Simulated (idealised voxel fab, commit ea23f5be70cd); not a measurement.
This is a process module. Its name is voxel released beams.
It is cross-section cut that appears here, measuring 280 nm in width, its square cells being 5 nm in size.
Bands, listed from the top down, are how a cross-section gets written in this document; the cross-section itself is a grid of square cells, and a band is one or more rows of them. Heads up on the band format: heights come first, top then bottom, in nm. After that it's the materials left to right, each with its width in nm. A single material flagged "full width" fills the whole band edge to edge, and "empty" means there's empty space there. We count height from 0. Below that, the starting wafer is all one material. The lowest band never ends at the bottom but goes on down; see "0 nm and below" for how that is written. The two numbers in a width such as "30..40" mark its ends across the band: the first belongs to the top row of cells, the second to the bottom row, and from each row to the next the width moves by the same amount. "changes: none" means the step left every cell of the cross-section as it was. Enclosed empty spaces: empty space of 8 cells or more with no open way to the top, each as width x height at its distance from the left edge, in nm. On each step's line, the part that comes after the settings is the simulator's own comment on the step. The line of a step may include "overlay nm". On a step with a mask, this value is how far to the right of its planned place the mask lay. A negative value means the mask lay to the left.

### Process steps foreseen in the plan
1 RECEIVE [material Si]
2 CONFORMAL_DEP [material Al2O3] [thk nm 10]
3 DIRECTIONAL_DEP [material SiO2] [thk nm 15]
4 PATTERN [tone open] [mask id ANCHOR] [material resist] [width nm 30] [thk nm 15] [overlay nm 0]
5 DIRECTIONAL_ETCH [etch materials SiO2] [depth nm 15]
6 STRIP [etch materials resist]
7 CONFORMAL_DEP [material SiN] [thk nm 10]
8 PATTERN [tone cover] [mask id BEAM] [material resist] [width nm 75] [thk nm 15] [overlay nm 0]
9 DIRECTIONAL_ETCH [etch materials SiN] [depth nm 10]
10 STRIP [etch materials resist]
11 STRIP [etch materials SiO2]

### The first of the two wafers, which ran as planned

### Incoming wafer, cross-sectional view, post step 1
* 0 nm and below = Si full width
* Enclosed empty spaces: none

### Presented here is a cross-section of the wafer after step 2 has been performed
* 10 nm to 0 nm = Al2O3 full width
* Below 0, no change.

### Presented here is a cross-section of the wafer after step 3 has been performed
* 25 nm to 10 nm = SiO2 full width
* Below 10, no change.

### Presented here is a cross-section of the wafer after step 4 has been performed
* 40 nm to 25 nm = 105 nm resist / 30 nm empty / 145 nm resist
* Below 25, no change.

### Presented here is a cross-section of the wafer after step 5 has been performed
* 40 nm to 25 nm = 105 nm resist / 30 nm empty / 145 nm resist
* 25 nm to 10 nm = 105 nm SiO2 / 30 nm empty / 145 nm SiO2
* Below 10, no change.

### Presented here is a cross-section of the wafer after step 6 has been performed
* 25 nm to 10 nm = 105 nm SiO2 / 30 nm empty / 145 nm SiO2
* Below 10, no change.

### Presented here is a cross-section of the wafer after step 7 has been performed
* 35 nm to 25 nm = 115 nm SiN / 10 nm empty / 155 nm SiN
* 25 nm to 20 nm = 105 nm SiO2 / 10 nm SiN / 10 nm empty / 10 nm SiN / 145 nm SiO2
* 20 nm to 10 nm = 105 nm SiO2 / 30 nm SiN / 145 nm SiO2
* Below 10, no change.

### Presented here is a cross-section of the wafer after step 8 has been performed
* 50 nm to 35 nm = 100 nm empty / 75 nm resist / 105 nm empty
* 35 nm to 25 nm = 115 nm SiN / 10 nm resist / 155 nm SiN
* 25 nm to 20 nm = 105 nm SiO2 / 10 nm SiN / 10 nm resist / 10 nm SiN / 145 nm SiO2
* Below 20, no change.

### Presented here is a cross-section of the wafer after step 9 has been performed
* 50 nm to 35 nm = 100 nm empty / 75 nm resist / 105 nm empty
* 35 nm to 25 nm = 100 nm empty / 15 nm SiN / 10 nm resist / 50 nm SiN / 105 nm empty
* Below 25, no change.

### Presented here is a cross-section of the wafer after step 10 has been performed
* 35 nm to 25 nm = 100 nm empty / 15 nm SiN / 10 nm empty / 50 nm SiN / 105 nm empty
* 25 nm to 20 nm = 105 nm SiO2 / 10 nm SiN / 10 nm empty / 10 nm SiN / 145 nm SiO2
* Below 20, no change.

### Presented here is a cross-section of the wafer after step 11 has been performed
* 35 nm to 25 nm = 100 nm empty / 15 nm SiN / 10 nm empty / 50 nm SiN / 105 nm empty
* 25 nm to 20 nm = 105 nm empty / 10 nm SiN / 10 nm empty / 10 nm SiN / 145 nm empty
* 20 nm to 10 nm = 105 nm empty / 30 nm SiN / 145 nm empty
* Below 10, no change.

### The second wafer was prepared from the same starting point and under the same plan as the first; its processing contained one mistake, and it remains indistinguishable from the first wafer up to and including step 6

### Cross-sectional representation of the second wafer at the time designated in the plan for the completion of step 7
* 40 nm to 25 nm = SiN full width
* 25 nm to 10 nm = 105 nm SiO2 / 30 nm SiN / 145 nm SiO2
* Below 10, no change.

### Cross-sectional representation of the second wafer at the time designated in the plan for the completion of step 8
* 55 nm to 40 nm = 100 nm empty / 75 nm resist / 105 nm empty
* Below 40, no change.

### Cross-sectional representation of the second wafer at the time designated in the plan for the completion of step 9
* 55 nm to 40 nm = 100 nm empty / 75 nm resist / 105 nm empty
* 40 nm to 30 nm = 100 nm empty / 75 nm SiN / 105 nm empty
* Below 30, no change.

### Cross-sectional representation of the second wafer at the time designated in the plan for the completion of step 10
* 40 nm to 30 nm = 100 nm empty / 75 nm SiN / 105 nm empty
* Below 30, no change.

Cross-sectional representation of the second wafer at the time designated in the plan for the completion of step 11: changes: none
What went wrong in running the wafer? heads up, step 7 didn't go per plan, it actually ran as CONFORMAL_DEP [material SiN] [thk nm 15]
Looking at both finished wafers in cells, the second ends up ahead of or behind the first on some materials: SiN: 62 more; SiO2: 150 more
